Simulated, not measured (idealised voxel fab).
process module | voxel wiring stack
cross-section cut | 215 nm wide | cells 5 nm
A cross-section is a grid of square cells, given in bands from the top down. A band is one or more rows of cells.
Each band's line starts with the height of the band's top and of its bottom, in nm. Then come its materials from left to right, each with its width in nm. One material with "throughout" fills the band from edge to edge. "air" is empty space.
Height 0 is the level under which the wafer as received is all one material. The lowest band goes on downwards, as in "0 down".
A width such as "30 to 40" changes by the same amount from each row of cells to the next, from the band's top row to its bottom row.
"no change" after a step means that no cell of the cross-section changed.
closed voids: empty space of 8 cells or more with no open way to the top, each as width x height at its distance from the left edge, in nm
after a step's settings: what the simulator itself notes on the step
overlay nm, on a step with a mask: how far to the right of its planned place the mask lay; to the left if negative
plan
1 op RECEIVE | material Si
2 op CONFORMAL_DEP | material SiO2 | thk nm 15
3 op DIRECTIONAL_DEP | material TiN | thk nm 5
4 op DIRECTIONAL_DEP | material W | thk nm 25
5 op MASKED_ETCH | tone cover | mask id METAL_1 | width nm 25 | pitch nm 50 | etch materials W | depth nm 25 | overlay nm 0
6 op MASKED_ETCH | tone cover | mask id METAL_1 | width nm 25 | pitch nm 50 | etch materials TiN | depth nm 5 | overlay nm 0
7 op CONFORMAL_DEP | material SiCN | thk nm 5
8 op FILL_DEP | material lowk | thk nm 10
9 op CMP | height nm 45
10 op CONFORMAL_DEP | material SiCN | thk nm 5
11 op DIRECTIONAL_DEP | material lowk | thk nm 10
12 op DIRECTIONAL_DEP | material aC | thk nm 15
13 op PATTERN | tone open | mask id PLUG_1 | material resist | width nm 15 | pitch nm 50 | thk nm 35 | overlay nm 0
14 op DIRECTIONAL_ETCH | etch materials aC | depth nm 15
15 op STRIP | etch materials resist
16 op DIRECTIONAL_ETCH | etch materials lowk | depth nm 10
17 op DIRECTIONAL_ETCH | etch materials SiCN | depth nm 5
18 op STRIP | etch materials aC
19 op CONFORMAL_DEP | material TiN | thk nm 5
20 op FILL_DEP | material W | thk nm 5
21 op CMP | height nm 60
22 op DIRECTIONAL_DEP | material TiN | thk nm 5
23 op DIRECTIONAL_DEP | material W | thk nm 15
24 op MASKED_ETCH | tone cover | mask id METAL_2 | width nm 25 | pitch nm 50 | etch materials W | depth nm 5 | overlay nm 0
25 op MASKED_ETCH | tone cover | mask id METAL_2 | width nm 25 | pitch nm 50 | etch materials TiN | depth nm 5 | overlay nm 0
26 op CONFORMAL_DEP | material SiN | thk nm 5
27 op FILL_DEP | material SiO2 | thk nm 5
28 op CMP | height nm 80
29 op CONFORMAL_DEP | material SiCN | thk nm 5
30 op DIRECTIONAL_DEP | material SiO2 | thk nm 25
31 op DIRECTIONAL_DEP | material aC | thk nm 15
32 op PATTERN | tone open | mask id METAL_3 | material resist | width nm 25 | pitch nm 50 | thk nm 30 | overlay nm 0
33 op DIRECTIONAL_ETCH | etch materials aC | depth nm 15
34 op STRIP | etch materials resist
35 op DIRECTIONAL_ETCH | etch materials SiO2 | depth nm 15
36 op STRIP | etch materials aC
37 op PATTERN | tone open | mask id METAL_3_HOLES | material resist | width nm 15 | thk nm 20 | overlay nm 0
38 op DIRECTIONAL_ETCH | etch materials SiO2 | depth nm 10
39 op DIRECTIONAL_ETCH | etch materials SiCN | depth nm 5
40 op STRIP | etch materials resist
41 op CONFORMAL_DEP | material TiN | thk nm 5
42 op FILL_DEP | material Ru | thk nm 10
43 op CMP | height nm 110
44 op CONFORMAL_DEP | material SiN | thk nm 5
varied across the wafers: depth nm of step 24. The plan shows the first wafer's value. All wafers start alike
first wafer as received, after step 1
  0 down: Si throughout
  closed voids: none
each wafer at the end: cells of each material gained (+) or lost (-) since it was received, then its closed voids
depth nm 5 | +15 Ru | +130 SiCN | +76 SiN | +308 SiO2 | +91 TiN | +150 W | +219 lowk | closed voids: none
depth nm 10 | +15 Ru | +130 SiCN | +80 SiN | +337 SiO2 | +91 TiN | +117 W | +219 lowk | closed voids: none
depth nm 15 | +15 Ru | +130 SiCN | +88 SiN | +395 SiO2 | +58 TiN | +84 W | +219 lowk | closed voids: none
depth nm 20 | +15 Ru | +130 SiCN | +88 SiN | +395 SiO2 | +58 TiN | +84 W | +219 lowk | closed voids: none
depth nm 25 | +15 Ru | +130 SiCN | +88 SiN | +395 SiO2 | +58 TiN | +84 W | +219 lowk | closed voids: none
depth nm 30 | +15 Ru | +130 SiCN | +88 SiN | +395 SiO2 | +58 TiN | +84 W | +219 lowk | closed voids: none
